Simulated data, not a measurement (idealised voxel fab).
voxel ribs on slabs: a process module
Section cut is 295 nm wide and gridded with 5 nm square cells.
Each cross-section below is a grid of square cells, stated as bands in top-down order, with one or more rows of cells making up each band.
Per band: top height and bottom height in nm, followed by the left-to-right materials and their widths in nm; "edge to edge" marks a single material spanning edge to edge, "blank" marks empty space.
Heights are expressed relative to 0, this being the level below which the as-received wafer comprises one material exclusively. The lowest band is unbounded in the downward direction and is denoted as in "0 and below".
You'd read "30..40" like this: the band's top row of cells is as wide as the first number, its bottom row is as wide as the second, and going down, every row changes width by the same amount as the row before did.
When a step is marked "same as before", none of the cells in the cross-section changed during that step.
You'll see "Closed-off voids" listing empty spaces that have no way open to the top, as long as they're 8 cells or more; the notation is width x height at distance, where the distance is from the left edge, and all of it is in nm.
On each step's line, the part that comes after the settings is the simulator's own comment on the step.
overlay nm: right-of-plan distance of the mask on a masked step; negative values mean left-of-plan.
How should the pairs below be read? Each gives the cross-section before one process step and the cross-section after it, the latter drawn only to the lowest band that changed; the step that lies between them, with its settings, appears under the pair. Does a pair pick up where the pair above left off? Only where its entry headed "Pre-step geometry" says so, since pairs can come from different runs of this module on the same starting wafer.

PRE-STEP GEOMETRY
* 0 and below: Si edge to edge
* Closed-off voids: none

SECTION, POST-STEP
* 25 down to 0: SiO2 edge to edge
* Under 0: no change, same as before.
* Closed-off voids: none
the step between: op DIRECTIONAL_DEP | material SiO2 | thk nm 25

Pre-step geometry: same picture as after in the pair right above, so we don't repeat it.

SECTION, POST-STEP
* 45 down to 25: SiN edge to edge
* Under 25: no change, same as before.
* Closed-off voids: none
the step between: op DIRECTIONAL_DEP | material SiN | thk nm 20

Pre-step geometry: same picture as after in the pair right above, so we don't repeat it.

SECTION, POST-STEP
* 45 down to 35: 140 of blank / 15 of SiN / 140 of blank
* Under 35: no change, same as before.
* Closed-off voids: none
the step between: op MASKED_ETCH | tone cover | mask id RIB | width nm 15 | etch materials SiN | depth nm 10 | overlay nm 0

Pre-step geometry: same picture as after in the pair right above, so we don't repeat it.

SECTION, POST-STEP
* 60 down to 45: 120 of blank / 55 of resist / 120 of blank
* 45 down to 35: 120 of blank / 20 of resist / 15 of SiN / 20 of resist / 120 of blank
* Under 35: no change, same as before.
* Closed-off voids: none
the step between: op PATTERN | tone cover | mask id SLAB | material resist | width nm 55 | thk nm 15 | overlay nm 0

Pre-step geometry: same picture as after in the pair right above, so we don't repeat it.

SECTION, POST-STEP
* 60 down to 45: 120 of blank / 55 of resist / 120 of blank
* 45 down to 35: 120 of blank / 20 of resist / 15 of SiN / 20 of resist / 120 of blank
* 35 down to 25: 120 of blank / 55 of SiN / 120 of blank
* Under 25: no change, same as before.
* Closed-off voids: none
the step between: op DIRECTIONAL_ETCH | etch materials SiN | depth nm 10

Pre-step geometry: same picture as after in the pair right above, so we don't repeat it.

SECTION, POST-STEP
* 45 down to 35: 140 of blank / 15 of SiN / 140 of blank
* Under 35: no change, same as before.
* Closed-off voids: none
the step between: op STRIP | etch materials resist

Pre-step geometry: same picture as after in the pair right above, so we don't repeat it.

SECTION, POST-STEP
* 70 down to 45: SiO2 edge to edge
* 45 down to 35: 140 of SiO2 / 15 of SiN / 140 of SiO2
* 35 down to 25: 120 of SiO2 / 55 of SiN / 120 of SiO2
* Under 25: no change, same as before.
* Closed-off voids: none
the step between: op FILL_DEP | material SiO2 | thk nm 25

Pre-step geometry: same picture as after in the pair right above, so we don't repeat it.

SECTION, POST-STEP
* 60 down to 45: SiO2 edge to edge
* Under 45: no change, same as before.
* Closed-off voids: none
the step between: op CMP | height nm 60

Pre-step geometry: same picture as after in the pair right above, so we don't repeat it.

SECTION, POST-STEP
* 70 down to 60: TiN edge to edge
* Under 60: no change, same as before.
* Closed-off voids: none
the step between: op DIRECTIONAL_DEP | material TiN | thk nm 10

Pre-step geometry: same picture as after in the pair right above, so we don't repeat it.

SECTION, POST-STEP
* 85 down to 70: aC edge to edge
* Under 70: no change, same as before.
* Closed-off voids: none
the step between: op DIRECTIONAL_DEP | material aC | thk nm 15

Pre-step geometry: same picture as after in the pair right above, so we don't repeat it.

SECTION, POST-STEP
* 115 down to 85: 135 of blank / 25 of resist / 135 of blank
* Under 85: no change, same as before.
* Closed-off voids: none
the step between: op PATTERN | tone cover | mask id HEATER | material resist | width nm 25 | thk nm 30 | overlay nm 0

Pre-step geometry: same picture as after in the pair right above, so we don't repeat it.

SECTION, POST-STEP
* 100 down to 85: 135 of blank / 25 of resist / 135 of blank
* 85 down to 70: 135 of blank / 25 of aC / 135 of blank
* Under 70: no change, same as before.
* Closed-off voids: none
the step between: op DIRECTIONAL_ETCH | etch materials aC | depth nm 15

Pre-step geometry: same picture as after in the pair right above, so we don't repeat it.

SECTION, POST-STEP
* 85 down to 70: 135 of blank / 25 of aC / 135 of blank
* Under 70: no change, same as before.
* Closed-off voids: none
the step between: op STRIP | etch materials resist

Pre-step geometry: same picture as after in the pair right above, so we don't repeat it.

SECTION, POST-STEP
* 85 down to 70: 135 of blank / 25 of aC / 135 of blank
* 70 down to 60: 135 of blank / 25 of TiN / 135 of blank
* Under 60: no change, same as before.
* Closed-off voids: none
the step between: op DIRECTIONAL_ETCH | etch materials TiN | depth nm 10

Pre-step geometry: same picture as after in the pair right above, so we don't repeat it.

SECTION, POST-STEP
* 70 down to 60: 135 of blank / 25 of TiN / 135 of blank
* Under 60: no change, same as before.
* Closed-off voids: none
the step between: op STRIP | etch materials aC

Pre-step geometry: same picture as after in the pair right above, so we don't repeat it.

SECTION, POST-STEP
* 80 down to 70: 125 of blank / 45 of SiN / 125 of blank
* 70 down to 60: 135 of SiN / 25 of TiN / 135 of SiN
* Under 60: no change, same as before.
* Closed-off voids: none
the step between: op CONFORMAL_DEP | material SiN | thk nm 10

PRE-STEP GEOMETRY
* 45 down to 25: SiN edge to edge
* 25 down to 0: SiO2 edge to edge
* 0 and below: Si edge to edge
* Closed-off voids: none

SECTION, POST-STEP
* 65 down to 25: SiN edge to edge
* Under 25: no change, same as before.
* Closed-off voids: none
the step between: op DIRECTIONAL_DEP | material SiN | thk nm 20

Pre-step geometry: same picture as after in the pair right above, so we don't repeat it.

SECTION, POST-STEP
* 65 down to 55: 140 of blank / 15 of SiN / 140 of blank
* Under 55: no change, same as before.
* Closed-off voids: none
the step between: op MASKED_ETCH | tone cover | mask id RIB | width nm 15 | etch materials SiN | depth nm 10 | overlay nm 0

Pre-step geometry: same picture as after in the pair right above, so we don't repeat it.

SECTION, POST-STEP
* 80 down to 65: 120 of blank / 55 of resist / 120 of blank
* 65 down to 55: 120 of blank / 20 of resist / 15 of SiN / 20 of resist / 120 of blank
* Under 55: no change, same as before.
* Closed-off voids: none
the step between: op PATTERN | tone cover | mask id SLAB | material resist | width nm 55 | thk nm 15 | overlay nm 0

Pre-step geometry: same picture as after in the pair right above, so we don't repeat it.

SECTION, POST-STEP
* 80 down to 65: 120 of blank / 55 of resist / 120 of blank
* 65 down to 55: 120 of blank / 20 of resist / 15 of SiN / 20 of resist / 120 of blank
* 55 down to 45: 120 of blank / 55 of SiN / 120 of blank
* Under 45: no change, same as before.
* Closed-off voids: none
the step between: op DIRECTIONAL_ETCH | etch materials SiN | depth nm 10

Pre-step geometry: same picture as after in the pair right above, so we don't repeat it.

SECTION, POST-STEP
* 65 down to 55: 140 of blank / 15 of SiN / 140 of blank
* Under 55: no change, same as before.
* Closed-off voids: none
the step between: op STRIP | etch materials resist

Pre-step geometry: same picture as after in the pair right above, so we don't repeat it.

SECTION, POST-STEP
* 90 down to 65: SiO2 edge to edge
* 65 down to 55: 140 of SiO2 / 15 of SiN / 140 of SiO2
* 55 down to 45: 120 of SiO2 / 55 of SiN / 120 of SiO2
* Under 45: no change, same as before.
* Closed-off voids: none
the step between: op FILL_DEP | material SiO2 | thk nm 25

Pre-step geometry: same picture as after in the pair right above, so we don't repeat it.

SECTION, POST-STEP
* 60 down to 55: 140 of SiO2 / 15 of SiN / 140 of SiO2
* Under 55: no change, same as before.
* Closed-off voids: none
the step between: op CMP | height nm 60

Pre-step geometry: same picture as after in the pair right above, so we don't repeat it.

SECTION, POST-STEP
* 70 down to 60: TiN edge to edge
* Under 60: no change, same as before.
* Closed-off voids: none
the step between: op DIRECTIONAL_DEP | material TiN | thk nm 10

Pre-step geometry: same picture as after in the pair right above, so we don't repeat it.

SECTION, POST-STEP
* 85 down to 70: aC edge to edge
* Under 70: no change, same as before.
* Closed-off voids: none
the step between: op DIRECTIONAL_DEP | material aC | thk nm 15

Pre-step geometry: same picture as after in the pair right above, so we don't repeat it.

SECTION, POST-STEP
* 115 down to 85: 135 of blank / 25 of resist / 135 of blank
* Under 85: no change, same as before.
* Closed-off voids: none
the step between: op PATTERN | tone cover | mask id HEATER | material resist | width nm 25 | thk nm 30 | overlay nm 0

Pre-step geometry: same picture as after in the pair right above, so we don't repeat it.

SECTION, POST-STEP
* 100 down to 85: 135 of blank / 25 of resist / 135 of blank
* 85 down to 70: 135 of blank / 25 of aC / 135 of blank
* Under 70: no change, same as before.
* Closed-off voids: none
the step between: op DIRECTIONAL_ETCH | etch materials aC | depth nm 15

Pre-step geometry: same picture as after in the pair right above, so we don't repeat it.

SECTION, POST-STEP
* 85 down to 70: 135 of blank / 25 of aC / 135 of blank
* Under 70: no change, same as before.
* Closed-off voids: none
the step between: op STRIP | etch materials resist

Pre-step geometry: same picture as after in the pair right above, so we don't repeat it.

SECTION, POST-STEP
* 85 down to 70: 135 of blank / 25 of aC / 135 of blank
* 70 down to 60: 135 of blank / 25 of TiN / 135 of blank
* Under 60: no change, same as before.
* Closed-off voids: none
the step between: op DIRECTIONAL_ETCH | etch materials TiN | depth nm 10

Pre-step geometry: same picture as after in the pair right above, so we don't repeat it.

SECTION, POST-STEP
* 70 down to 60: 135 of blank / 25 of TiN / 135 of blank
* Under 60: no change, same as before.
* Closed-off voids: none
the step between: op STRIP | etch materials aC

Pre-step geometry: same picture as after in the pair right above, so we don't repeat it.

SECTION, POST-STEP
* 80 down to 70: 125 of blank / 45 of SiN / 125 of blank
* 70 down to 60: 135 of SiN / 25 of TiN / 135 of SiN
* Under 60: no change, same as before.
* Closed-off voids: none
the step between: op CONFORMAL_DEP | material SiN | thk nm 10

PRE-STEP GEOMETRY
* 0 and below: Si edge to edge
* Closed-off voids: none

SECTION, POST-STEP
* 20 down to 0: SiN edge to edge
* Under 0: no change, same as before.
* Closed-off voids: none
the step between: op DIRECTIONAL_DEP | material SiN | thk nm 20

Pre-step geometry: same picture as after in the pair right above, so we don't repeat it.

SECTION, POST-STEP
* 45 down to 20: SiO2 edge to edge
* Under 20: no change, same as before.
* Closed-off voids: none
the step between: op DIRECTIONAL_DEP | material SiO2 | thk nm 25

Pre-step geometry: same picture as after in the pair right above, so we don't repeat it.

SECTION, POST-STEP
* 60 down to 45: 120 of blank / 55 of resist / 120 of blank
* Under 45: no change, same as before.
* Closed-off voids: none
the step between: op PATTERN | tone cover | mask id SLAB | material resist | width nm 55 | thk nm 15 | overlay nm 0

Pre-step geometry: same picture as after in the pair right above, so we don't repeat it.

SECTION, POST-STEP
* 45 down to 20: SiO2 edge to edge
* Under 20: no change, same as before.
* Closed-off voids: none
the step between: op STRIP | etch materials resist

Pre-step geometry: same picture as after in the pair right above, so we don't repeat it.

SECTION, POST-STEP
* 70 down to 20: SiO2 edge to edge
* Under 20: no change, same as before.
* Closed-off voids: none
the step between: op FILL_DEP | material SiO2 | thk nm 25

Pre-step geometry: same picture as after in the pair right above, so we don't repeat it.

SECTION, POST-STEP
* 60 down to 20: SiO2 edge to edge
* Under 20: no change, same as before.
* Closed-off voids: none
the step between: op CMP | height nm 60

Pre-step geometry: same picture as after in the pair right above, so we don't repeat it.

SECTION, POST-STEP
* 70 down to 60: TiN edge to edge
* Under 60: no change, same as before.
* Closed-off voids: none
the step between: op DIRECTIONAL_DEP | material TiN | thk nm 10

Pre-step geometry: same picture as after in the pair right above, so we don't repeat it.

SECTION, POST-STEP
* 85 down to 70: aC edge to edge
* Under 70: no change, same as before.
* Closed-off voids: none
the step between: op DIRECTIONAL_DEP | material aC | thk nm 15

Pre-step geometry: same picture as after in the pair right above, so we don't repeat it.

SECTION, POST-STEP
* 115 down to 85: 135 of blank / 25 of resist / 135 of blank
* Under 85: no change, same as before.
* Closed-off voids: none
the step between: op PATTERN | tone cover | mask id HEATER | material resist | width nm 25 | thk nm 30 | overlay nm 0

Pre-step geometry: same picture as after in the pair right above, so we don't repeat it.

SECTION, POST-STEP
* 100 down to 85: 135 of blank / 25 of resist / 135 of blank
* 85 down to 70: 135 of blank / 25 of aC / 135 of blank
* Under 70: no change, same as before.
* Closed-off voids: none
the step between: op DIRECTIONAL_ETCH | etch materials aC | depth nm 15

Pre-step geometry: same picture as after in the pair right above, so we don't repeat it.

SECTION, POST-STEP
* 85 down to 70: 135 of blank / 25 of aC / 135 of blank
* Under 70: no change, same as before.
* Closed-off voids: none
the step between: op STRIP | etch materials resist

Pre-step geometry: same picture as after in the pair right above, so we don't repeat it.

SECTION, POST-STEP
* 85 down to 70: 135 of blank / 25 of aC / 135 of blank
* 70 down to 60: 135 of blank / 25 of TiN / 135 of blank
* Under 60: no change, same as before.
* Closed-off voids: none
the step between: op DIRECTIONAL_ETCH | etch materials TiN | depth nm 10

Pre-step geometry: same picture as after in the pair right above, so we don't repeat it.

SECTION, POST-STEP
* 70 down to 60: 135 of blank / 25 of TiN / 135 of blank
* Under 60: no change, same as before.
* Closed-off voids: none
the step between: op STRIP | etch materials aC

Pre-step geometry: same picture as after in the pair right above, so we don't repeat it.

SECTION, POST-STEP
* 80 down to 70: 125 of blank / 45 of SiN / 125 of blank
* 70 down to 60: 135 of SiN / 25 of TiN / 135 of SiN
* Under 60: no change, same as before.
* Closed-off voids: none
the step between: op CONFORMAL_DEP | material SiN | thk nm 10

PRE-STEP GEOMETRY
* 45 down to 25: SiN edge to edge
* 25 down to 0: SiO2 edge to edge
* 0 and below: Si edge to edge
* Closed-off voids: none

SECTION, POST-STEP
* 45 down to 40: 140 of blank / 15 of SiN / 140 of blank
* Under 40: no change, same as before.
* Closed-off voids: none
the step between: op MASKED_ETCH | tone cover | mask id RIB | width nm 15 | etch materials SiN | depth nm 5 | overlay nm 0

Pre-step geometry: same picture as after in the pair right above, so we don't repeat it.

SECTION, POST-STEP
* 60 down to 45: 120 of blank / 55 of resist / 120 of blank
* 45 down to 40: 120 of blank / 20 of resist / 15 of SiN / 20 of resist / 120 of blank
* Under 40: no change, same as before.
* Closed-off voids: none
the step between: op PATTERN | tone cover | mask id SLAB | material resist | width nm 55 | thk nm 15 | overlay nm 0

Pre-step geometry: same picture as after in the pair right above, so we don't repeat it.

SECTION, POST-STEP
* 60 down to 45: 120 of blank / 55 of resist / 120 of blank
* 45 down to 40: 120 of blank / 20 of resist / 15 of SiN / 20 of resist / 120 of blank
* 40 down to 30: 120 of blank / 55 of SiN / 120 of blank
* Under 30: no change, same as before.
* Closed-off voids: none
the step between: op DIRECTIONAL_ETCH | etch materials SiN | depth nm 10

Pre-step geometry: same picture as after in the pair right above, so we don't repeat it.

SECTION, POST-STEP
* 45 down to 40: 140 of blank / 15 of SiN / 140 of blank
* Under 40: no change, same as before.
* Closed-off voids: none
the step between: op STRIP | etch materials resist

Pre-step geometry: same picture as after in the pair right above, so we don't repeat it.

SECTION, POST-STEP
* 70 down to 45: SiO2 edge to edge
* 45 down to 40: 140 of SiO2 / 15 of SiN / 140 of SiO2
* 40 down to 30: 120 of SiO2 / 55 of SiN / 120 of SiO2
* Under 30: no change, same as before.
* Closed-off voids: none
the step between: op FILL_DEP | material SiO2 | thk nm 25

Pre-step geometry: same picture as after in the pair right above, so we don't repeat it.

SECTION, POST-STEP
* 60 down to 45: SiO2 edge to edge
* Under 45: no change, same as before.
* Closed-off voids: none
the step between: op CMP | height nm 60

Pre-step geometry: same picture as after in the pair right above, so we don't repeat it.

SECTION, POST-STEP
* 70 down to 60: TiN edge to edge
* Under 60: no change, same as before.
* Closed-off voids: none
the step between: op DIRECTIONAL_DEP | material TiN | thk nm 10

Pre-step geometry: same picture as after in the pair right above, so we don't repeat it.

SECTION, POST-STEP
* 85 down to 70: aC edge to edge
* Under 70: no change, same as before.
* Closed-off voids: none
the step between: op DIRECTIONAL_DEP | material aC | thk nm 15

Pre-step geometry: same picture as after in the pair right above, so we don't repeat it.

SECTION, POST-STEP
* 115 down to 85: 135 of blank / 25 of resist / 135 of blank
* Under 85: no change, same as before.
* Closed-off voids: none
the step between: op PATTERN | tone cover | mask id HEATER | material resist | width nm 25 | thk nm 30 | overlay nm 0

Pre-step geometry: same picture as after in the pair right above, so we don't repeat it.

SECTION, POST-STEP
* 100 down to 85: 135 of blank / 25 of resist / 135 of blank
* 85 down to 70: 135 of blank / 25 of aC / 135 of blank
* Under 70: no change, same as before.
* Closed-off voids: none
the step between: op DIRECTIONAL_ETCH | etch materials aC | depth nm 15

Pre-step geometry: same picture as after in the pair right above, so we don't repeat it.

SECTION, POST-STEP
* 85 down to 70: 135 of blank / 25 of aC / 135 of blank
* Under 70: no change, same as before.
* Closed-off voids: none
the step between: op STRIP | etch materials resist

Pre-step geometry: same picture as after in the pair right above, so we don't repeat it.

SECTION, POST-STEP
* 85 down to 70: 135 of blank / 25 of aC / 135 of blank
* 70 down to 60: 135 of blank / 25 of TiN / 135 of blank
* Under 60: no change, same as before.
* Closed-off voids: none
the step between: op DIRECTIONAL_ETCH | etch materials TiN | depth nm 10

Pre-step geometry: same picture as after in the pair right above, so we don't repeat it.

SECTION, POST-STEP
* 70 down to 60: 135 of blank / 25 of TiN / 135 of blank
* Under 60: no change, same as before.
* Closed-off voids: none
the step between: op STRIP | etch materials aC

Pre-step geometry: same picture as after in the pair right above, so we don't repeat it.

SECTION, POST-STEP
* 80 down to 70: 125 of blank / 45 of SiN / 125 of blank
* 70 down to 60: 135 of SiN / 25 of TiN / 135 of SiN
* Under 60: no change, same as before.
* Closed-off voids: none
the step between: op CONFORMAL_DEP | material SiN | thk nm 10

PRE-STEP GEOMETRY
* 45 down to 35: 140 of blank / 15 of SiN / 140 of blank
* 35 down to 25: SiN edge to edge
* 25 down to 0: SiO2 edge to edge
* 0 and below: Si edge to edge
* Closed-off voids: none

SECTION, POST-STEP
* 60 down to 45: 125 of blank / 45 of resist / 125 of blank
* 45 down to 35: 125 of blank / 15 of resist / 15 of SiN / 15 of resist / 125 of blank
* Under 35: no change, same as before.
* Closed-off voids: none
the step between: op PATTERN | tone cover | mask id SLAB | material resist | width nm 45 | thk nm 15 | overlay nm 0

Pre-step geometry: same picture as after in the pair right above, so we don't repeat it.

SECTION, POST-STEP
* 60 down to 45: 125 of blank / 45 of resist / 125 of blank
* 45 down to 35: 125 of blank / 15 of resist / 15 of SiN / 15 of resist / 125 of blank
* 35 down to 25: 125 of blank / 45 of SiN / 125 of blank
* Under 25: no change, same as before.
* Closed-off voids: none
the step between: op DIRECTIONAL_ETCH | etch materials SiN | depth nm 10

Pre-step geometry: same picture as after in the pair right above, so we don't repeat it.

SECTION, POST-STEP
* 45 down to 35: 140 of blank / 15 of SiN / 140 of blank
* Under 35: no change, same as before.
* Closed-off voids: none
the step between: op STRIP | etch materials resist

Pre-step geometry: same picture as after in the pair right above, so we don't repeat it.

SECTION, POST-STEP
* 70 down to 45: SiO2 edge to edge
* 45 down to 35: 140 of SiO2 / 15 of SiN / 140 of SiO2
* 35 down to 25: 125 of SiO2 / 45 of SiN / 125 of SiO2
* Under 25: no change, same as before.
* Closed-off voids: none
the step between: op FILL_DEP | material SiO2 | thk nm 25

Pre-step geometry: same picture as after in the pair right above, so we don't repeat it.

SECTION, POST-STEP
* 60 down to 45: SiO2 edge to edge
* Under 45: no change, same as before.
* Closed-off voids: none
the step between: op CMP | height nm 60

Pre-step geometry: same picture as after in the pair right above, so we don't repeat it.

SECTION, POST-STEP
* 70 down to 60: TiN edge to edge
* Under 60: no change, same as before.
* Closed-off voids: none
the step between: op DIRECTIONAL_DEP | material TiN | thk nm 10

Pre-step geometry: same picture as after in the pair right above, so we don't repeat it.

SECTION, POST-STEP
* 85 down to 70: aC edge to edge
* Under 70: no change, same as before.
* Closed-off voids: none
the step between: op DIRECTIONAL_DEP | material aC | thk nm 15

Pre-step geometry: same picture as after in the pair right above, so we don't repeat it.

SECTION, POST-STEP
* 115 down to 85: 135 of blank / 25 of resist / 135 of blank
* Under 85: no change, same as before.
* Closed-off voids: none
the step between: op PATTERN | tone cover | mask id HEATER | material resist | width nm 25 | thk nm 30 | overlay nm 0

Pre-step geometry: same picture as after in the pair right above, so we don't repeat it.

SECTION, POST-STEP
* 100 down to 85: 135 of blank / 25 of resist / 135 of blank
* 85 down to 70: 135 of blank / 25 of aC / 135 of blank
* Under 70: no change, same as before.
* Closed-off voids: none
the step between: op DIRECTIONAL_ETCH | etch materials aC | depth nm 15

Pre-step geometry: same picture as after in the pair right above, so we don't repeat it.

SECTION, POST-STEP
* 85 down to 70: 135 of blank / 25 of aC / 135 of blank
* Under 70: no change, same as before.
* Closed-off voids: none
the step between: op STRIP | etch materials resist

Pre-step geometry: same picture as after in the pair right above, so we don't repeat it.

SECTION, POST-STEP
* 85 down to 70: 135 of blank / 25 of aC / 135 of blank
* 70 down to 60: 135 of blank / 25 of TiN / 135 of blank
* Under 60: no change, same as before.
* Closed-off voids: none
the step between: op DIRECTIONAL_ETCH | etch materials TiN | depth nm 10

Pre-step geometry: same picture as after in the pair right above, so we don't repeat it.

SECTION, POST-STEP
* 70 down to 60: 135 of blank / 25 of TiN / 135 of blank
* Under 60: no change, same as before.
* Closed-off voids: none
the step between: op STRIP | etch materials aC

Pre-step geometry: same picture as after in the pair right above, so we don't repeat it.

SECTION, POST-STEP
* 80 down to 70: 125 of blank / 45 of SiN / 125 of blank
* 70 down to 60: 135 of SiN / 25 of TiN / 135 of SiN
* Under 60: no change, same as before.
* Closed-off voids: none
the step between: op CONFORMAL_DEP | material SiN | thk nm 10

PRE-STEP GEOMETRY
* 45 down to 25: SiN edge to edge
* 25 down to 0: SiO2 edge to edge
* 0 and below: Si edge to edge
* Closed-off voids: none

SECTION, POST-STEP
* 45 down to 35: 145 of blank / 15 of SiN / 135 of blank
* Under 35: no change, same as before.
* Closed-off voids: none
the step between: op MASKED_ETCH | tone cover | mask id RIB | width nm 15 | etch materials SiN | depth nm 10 | overlay nm 5

Pre-step geometry: same picture as after in the pair right above, so we don't repeat it.

SECTION, POST-STEP
* 60 down to 45: 120 of blank / 55 of resist / 120 of blank
* 45 down to 35: 120 of blank / 25 of resist / 15 of SiN / 15 of resist / 120 of blank
* Under 35: no change, same as before.
* Closed-off voids: none
the step between: op PATTERN | tone cover | mask id SLAB | material resist | width nm 55 | thk nm 15 | overlay nm 0

Pre-step geometry: same picture as after in the pair right above, so we don't repeat it.

SECTION, POST-STEP
* 60 down to 45: 120 of blank / 55 of resist / 120 of blank
* 45 down to 35: 120 of blank / 25 of resist / 15 of SiN / 15 of resist / 120 of blank
* 35 down to 25: 120 of blank / 55 of SiN / 120 of blank
* Under 25: no change, same as before.
* Closed-off voids: none
the step between: op DIRECTIONAL_ETCH | etch materials SiN | depth nm 10

Pre-step geometry: same picture as after in the pair right above, so we don't repeat it.

SECTION, POST-STEP
* 45 down to 35: 145 of blank / 15 of SiN / 135 of blank
* Under 35: no change, same as before.
* Closed-off voids: none
the step between: op STRIP | etch materials resist

Pre-step geometry: same picture as after in the pair right above, so we don't repeat it.

SECTION, POST-STEP
* 70 down to 45: SiO2 edge to edge
* 45 down to 35: 145 of SiO2 / 15 of SiN / 135 of SiO2
* 35 down to 25: 120 of SiO2 / 55 of SiN / 120 of SiO2
* Under 25: no change, same as before.
* Closed-off voids: none
the step between: op FILL_DEP | material SiO2 | thk nm 25

Pre-step geometry: same picture as after in the pair right above, so we don't repeat it.

SECTION, POST-STEP
* 60 down to 45: SiO2 edge to edge
* Under 45: no change, same as before.
* Closed-off voids: none
the step between: op CMP | height nm 60

Pre-step geometry: same picture as after in the pair right above, so we don't repeat it.

SECTION, POST-STEP
* 70 down to 60: TiN edge to edge
* Under 60: no change, same as before.
* Closed-off voids: none
the step between: op DIRECTIONAL_DEP | material TiN | thk nm 10

Pre-step geometry: same picture as after in the pair right above, so we don't repeat it.

SECTION, POST-STEP
* 85 down to 70: aC edge to edge
* Under 70: no change, same as before.
* Closed-off voids: none
the step between: op DIRECTIONAL_DEP | material aC | thk nm 15

Pre-step geometry: same picture as after in the pair right above, so we don't repeat it.

SECTION, POST-STEP
* 115 down to 85: 135 of blank / 25 of resist / 135 of blank
* Under 85: no change, same as before.
* Closed-off voids: none
the step between: op PATTERN | tone cover | mask id HEATER | material resist | width nm 25 | thk nm 30 | overlay nm 0

Pre-step geometry: same picture as after in the pair right above, so we don't repeat it.

SECTION, POST-STEP
* 100 down to 85: 135 of blank / 25 of resist / 135 of blank
* 85 down to 70: 135 of blank / 25 of aC / 135 of blank
* Under 70: no change, same as before.
* Closed-off voids: none
the step between: op DIRECTIONAL_ETCH | etch materials aC | depth nm 15

Pre-step geometry: same picture as after in the pair right above, so we don't repeat it.

SECTION, POST-STEP
* 85 down to 70: 135 of blank / 25 of aC / 135 of blank
* Under 70: no change, same as before.
* Closed-off voids: none
the step between: op STRIP | etch materials resist

Pre-step geometry: same picture as after in the pair right above, so we don't repeat it.

SECTION, POST-STEP
* 85 down to 70: 135 of blank / 25 of aC / 135 of blank
* 70 down to 60: 135 of blank / 25 of TiN / 135 of blank
* Under 60: no change, same as before.
* Closed-off voids: none
the step between: op DIRECTIONAL_ETCH | etch materials TiN | depth nm 10

Pre-step geometry: same picture as after in the pair right above, so we don't repeat it.

SECTION, POST-STEP
* 70 down to 60: 135 of blank / 25 of TiN / 135 of blank
* Under 60: no change, same as before.
* Closed-off voids: none
the step between: op STRIP | etch materials aC

Pre-step geometry: same picture as after in the pair right above, so we don't repeat it.

SECTION, POST-STEP
* 80 down to 70: 125 of blank / 45 of SiN / 125 of blank
* 70 down to 60: 135 of SiN / 25 of TiN / 135 of SiN
* Under 60: no change, same as before.
* Closed-off voids: none
the step between: op CONFORMAL_DEP | material SiN | thk nm 10

PRE-STEP GEOMETRY
* 0 and below: Si edge to edge
* Closed-off voids: none

SECTION, POST-STEP
* 25 down to 0: SiN edge to edge
* Under 0: no change, same as before.
* Closed-off voids: none
the step between: op DIRECTIONAL_DEP | material SiN | thk nm 25

Pre-step geometry: same picture as after in the pair right above, so we don't repeat it.

SECTION, POST-STEP
* 45 down to 0: SiN edge to edge
* Under 0: no change, same as before.
* Closed-off voids: none
the step between: op DIRECTIONAL_DEP | material SiN | thk nm 20

Pre-step geometry: same picture as after in the pair right above, so we don't repeat it.

SECTION, POST-STEP
* 45 down to 35: 140 of blank / 15 of SiN / 140 of blank
* Under 35: no change, same as before.
* Closed-off voids: none
the step between: op MASKED_ETCH | tone cover | mask id RIB | width nm 15 | etch materials SiN | depth nm 10 | overlay nm 0

Pre-step geometry: same picture as after in the pair right above, so we don't repeat it.

SECTION, POST-STEP
* 60 down to 45: 120 of blank / 55 of resist / 120 of blank
* 45 down to 35: 120 of blank / 20 of resist / 15 of SiN / 20 of resist / 120 of blank
* Under 35: no change, same as before.
* Closed-off voids: none
the step between: op PATTERN | tone cover | mask id SLAB | material resist | width nm 55 | thk nm 15 | overlay nm 0

Pre-step geometry: same picture as after in the pair right above, so we don't repeat it.

SECTION, POST-STEP
* 60 down to 45: 120 of blank / 55 of resist / 120 of blank
* 45 down to 35: 120 of blank / 20 of resist / 15 of SiN / 20 of resist / 120 of blank
* 35 down to 25: 120 of blank / 55 of SiN / 120 of blank
* Under 25: no change, same as before.
* Closed-off voids: none
the step between: op DIRECTIONAL_ETCH | etch materials SiN | depth nm 10

Pre-step geometry: same picture as after in the pair right above, so we don't repeat it.

SECTION, POST-STEP
* 45 down to 35: 140 of blank / 15 of SiN / 140 of blank
* Under 35: no change, same as before.
* Closed-off voids: none
the step between: op STRIP | etch materials resist

Pre-step geometry: same picture as after in the pair right above, so we don't repeat it.

SECTION, POST-STEP
* 70 down to 45: SiO2 edge to edge
* 45 down to 35: 140 of SiO2 / 15 of SiN / 140 of SiO2
* 35 down to 25: 120 of SiO2 / 55 of SiN / 120 of SiO2
* Under 25: no change, same as before.
* Closed-off voids: none
the step between: op FILL_DEP | material SiO2 | thk nm 25

Pre-step geometry: same picture as after in the pair right above, so we don't repeat it.

SECTION, POST-STEP
* 60 down to 45: SiO2 edge to edge
* Under 45: no change, same as before.
* Closed-off voids: none
the step between: op CMP | height nm 60

Pre-step geometry: same picture as after in the pair right above, so we don't repeat it.

SECTION, POST-STEP
* 70 down to 60: TiN edge to edge
* Under 60: no change, same as before.
* Closed-off voids: none
the step between: op DIRECTIONAL_DEP | material TiN | thk nm 10

Pre-step geometry: same picture as after in the pair right above, so we don't repeat it.

SECTION, POST-STEP
* 85 down to 70: aC edge to edge
* Under 70: no change, same as before.
* Closed-off voids: none
the step between: op DIRECTIONAL_DEP | material aC | thk nm 15

Pre-step geometry: same picture as after in the pair right above, so we don't repeat it.

SECTION, POST-STEP
* 115 down to 85: 135 of blank / 25 of resist / 135 of blank
* Under 85: no change, same as before.
* Closed-off voids: none
the step between: op PATTERN | tone cover | mask id HEATER | material resist | width nm 25 | thk nm 30 | overlay nm 0

Pre-step geometry: same picture as after in the pair right above, so we don't repeat it.

SECTION, POST-STEP
* 100 down to 85: 135 of blank / 25 of resist / 135 of blank
* 85 down to 70: 135 of blank / 25 of aC / 135 of blank
* Under 70: no change, same as before.
* Closed-off voids: none
the step between: op DIRECTIONAL_ETCH | etch materials aC | depth nm 15

Pre-step geometry: same picture as after in the pair right above, so we don't repeat it.

SECTION, POST-STEP
* 85 down to 70: 135 of blank / 25 of aC / 135 of blank
* Under 70: no change, same as before.
* Closed-off voids: none
the step between: op STRIP | etch materials resist
